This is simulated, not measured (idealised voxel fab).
process module | voxel gate over fins
cross-section cut | 240 nm wide | cells 5 nm
A cross-section is a grid of square cells, given in bands from the top down. A band is one or more rows of cells.
Each band's line starts with the height of the band's top and of its bottom, in nm. Then come its materials from left to right, each with its width in nm. One material with "throughout" fills the band from edge to edge. "air" is empty space.
Height 0 is the level under which the wafer as received is all one material. The lowest band goes on downwards, as in "0 down".
A width such as "30 to 40" changes by the same amount from each row of cells to the next, from the band's top row to its bottom row.
"no change" after a step means that no cell of the cross-section changed.
closed voids: empty space of 8 cells or more with no open way to the top, each as width x height at its distance from the left edge, in nm
after a step's settings: what the simulator itself notes on the step
overlay nm, on a step with a mask: how far to the right of its planned place the mask lay; to the left if negative
plan
1 op RECEIVE | material Si
2 op CONFORMAL_DEP | material SiN | thk nm 5
3 op PATTERN | tone cover | mask id FINS | material resist | width nm 15 | pitch nm 50 | thk nm 15 | overlay nm 0
4 op DIRECTIONAL_ETCH | etch materials SiN | depth nm 5
5 op DIRECTIONAL_ETCH | etch materials Si | depth nm 30
6 op STRIP | etch materials resist
7 op OXIDIZE | depth nm 5
8 op FILL_DEP | material SiO2 | thk nm 5
9 op CMP | height nm 5
10 op MASKED_ETCH | tone open | mask id RAIL | width nm 15 | etch materials SiO2 | depth nm 30 | overlay nm 0
11 op CONFORMAL_DEP | material TiN | thk nm 5
12 op FILL_DEP | material W | thk nm 10
13 op CMP | height nm 5
14 op SELECTIVE_ETCH | etch materials W Ru TiN | depth nm 20
15 op FILL_DEP | material SiO2 | thk nm 5
16 op CMP | height nm 5
17 op SELECTIVE_ETCH | etch materials SiO2 | depth nm 15
18 op STRIP | etch materials SiN
19 op CONFORMAL_DEP | material HfO2 | thk nm 5
20 op CONFORMAL_DEP | material TiN | thk nm 5
21 op FILL_DEP | material W | thk nm 15
22 op CMP | height nm 20
23 op CONFORMAL_DEP | material SiN | thk nm 5
as received, after step 1
  0 down: Si throughout
  closed voids: none
first wafer at the end, as planned
  25 to 20: SiN throughout
  20 to 10: W throughout
  10 to 5: W 80 | TiN 25 | W 25 | TiN 25 | W 85
  5 to 0: W 80 | TiN 5 | HfO2 15 | TiN 5 | W 25 | TiN 5 | HfO2 15 | TiN 5 | W 85
  0 to -5: TiN 85 | HfO2 5 | Si 5 | HfO2 5 | TiN 35 | HfO2 5 | Si 5 | HfO2 5 | TiN 90
  -5 to -10: HfO2 90 | Si 5 | HfO2 45 | Si 5 | HfO2 95
  -10 to -15: SiO2 90 | Si 5 | SiO2 45 | Si 5 | SiO2 95
  -15 to -20: SiO2 90 | Si 5 | SiO2 15 | TiN 5 | W 5 | TiN 5 | SiO2 15 | Si 5 | SiO2 95
  -20 to -25: SiO2 90 | Si 5 | SiO2 15 | TiN 15 | SiO2 15 | Si 5 | SiO2 95
  -25 to -35: SiO2 90 | Si 5 | SiO2 45 | Si 5 | SiO2 95
  -35 down: Si throughout
  closed voids: none
second wafer at the end: like start, like plan, one mistake
  25 to 20: SiN throughout
  20 to 10: W throughout
  10 to 5: W 80 | TiN 25 | W 25 | TiN 25 | W 85
  5 to 0: W 80 | TiN 5 | SiN 15 | TiN 5 | W 25 | TiN 5 | SiN 15 | TiN 5 | W 85
  0 to -5: TiN 85 | SiN 5 | Si 5 | SiN 5 | TiN 35 | SiN 5 | Si 5 | SiN 5 | TiN 90
  -5 to -10: SiN 90 | Si 5 | SiN 45 | Si 5 | SiN 95
  -10 to -15: SiO2 90 | Si 5 | SiO2 45 | Si 5 | SiO2 95
  -15 to -20: SiO2 90 | Si 5 | SiO2 15 | TiN 5 | W 5 | TiN 5 | SiO2 15 | Si 5 | SiO2 95
  -20 to -25: SiO2 90 | Si 5 | SiO2 15 | TiN 15 | SiO2 15 | Si 5 | SiO2 95
  -25 to -35: SiO2 90 | Si 5 | SiO2 45 | Si 5 | SiO2 95
  -35 down: Si throughout
  closed voids: none
what went wrong: step 19 ran as: op CONFORMAL_DEP | material SiN | thk nm 5
at the end the second wafer has, in cells: 56 fewer of HfO2 | 56 more of SiN
